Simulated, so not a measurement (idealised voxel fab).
Process module under the name voxel self aligned contacts
It is cross-section cut that appears here, measuring 200 nm in width, its square cells being 5 nm in size.
Just so we're on the same page, the cross-sections are grids of square cells, and they're listed out in bands top to bottom, each band one or more rows deep. Basically the band line says how high the top is and how high the bottom is, in nm, and then what's in it from left to right, every material with its width in nm. Empty space shows up as "blank", and if a single material carries "edge to edge" it runs the full band edge to edge. For the purposes of this specification, 0 denotes the height below which the wafer in its as-received condition is composed wholly of one material, and the lowermost band, lacking a lower limit, extends downward without end, as expressed in "0 nm and below". Graded width ("30 to 40"): value in top row of band = first number; value in bottom row = second number; row-to-row change constant. A step reported as "nothing got changed" is a step in which no cell of the cross-section changed. This entry, "Closed void inventory", enumerates those empty regions of no fewer than 8 cells that possess no open connection to the top. Each region is reported in the form width x height at distance, the distance being taken from the left edge, with all three quantities expressed in nm. Formally, on a step line, whatever follows the settings is a remark that the simulator itself makes on the step. The setting "overlay nm" may be written on the line of a step. When the step uses a mask, the value reports how far to the right of the planned place the mask lay, and a negative value reports that it lay to the left.

-- The process steps that were planned are listed below
1,RECEIVE, material Si
2,OXIDIZE, depth nm 5
3,DIRECTIONAL_DEP, material polySi, thk nm 30
4,DIRECTIONAL_DEP, material SiN, thk nm 25
5,MASKED_ETCH, tone cover, mask id GATE, width nm 25, pitch nm 60, etch materials SiN, depth nm 25, overlay nm 0
6,MASKED_ETCH, tone cover, mask id GATE, width nm 25, pitch nm 60, etch materials polySi, depth nm 30, overlay nm 0
7,CONFORMAL_DEP, material SiN, thk nm 10
8,DIRECTIONAL_ETCH, etch materials SiN, depth nm 10
9,FILL_DEP, material SiO2, thk nm 15
10,CMP, height nm 65
11,MASKED_ETCH, tone open, mask id CONTACT, width nm 45, pitch nm 60, etch materials SiO2, depth nm 70, overlay nm 0
12,CONFORMAL_DEP, material TiN, thk nm 5
13,FILL_DEP, material W, thk nm 10
14,CMP, height nm 65
15,CONFORMAL_DEP, material SiCN, thk nm 5

-- This is the cross-section of the wafer as we received it, i.e. after step 1
> 0 nm and below = Si edge to edge
> Closed void inventory: none

-- Here's the wafer cut in cross-section after the module, started and planned just like above, except one thing was done wrong in the run
> 70 nm to 65 nm = SiCN edge to edge
> 65 nm to 55 nm = SiO2 45 nm, TiN 5 to 20 nm, W 35 to 5 nm, TiN 5 to 20 nm, SiO2 15 nm, TiN 5 to 20 nm, W 35 to 5 nm, TiN 5 to 20 nm, SiO2 50 nm
> 55 nm to 40 nm = SiO2 15 nm, SiN 45 nm, TiN 5 nm, W 5 nm, TiN 5 nm, SiN 45 nm, TiN 5 nm, W 5 nm, TiN 5 nm, SiN 45 nm, SiO2 20 nm
> 40 nm to 35 nm = SiO2 15 nm, SiN 45 nm, TiN 15 nm, SiN 45 nm, TiN 15 nm, SiN 45 nm, SiO2 20 nm
> 35 nm to 30 nm = SiN edge to edge
> 30 nm to 0 nm = polySi edge to edge
> 0 nm to -5 nm = SiO2 edge to edge
> -5 nm and below = Si edge to edge
> Closed void inventory: none
Nonconformance to the process plan: heads up, step 5 didn't go per plan, it actually ran as MASKED_ETCH, tone cover, mask id GATE, width nm 25, pitch nm 60, etch materials SiN, depth nm 20, overlay nm 0
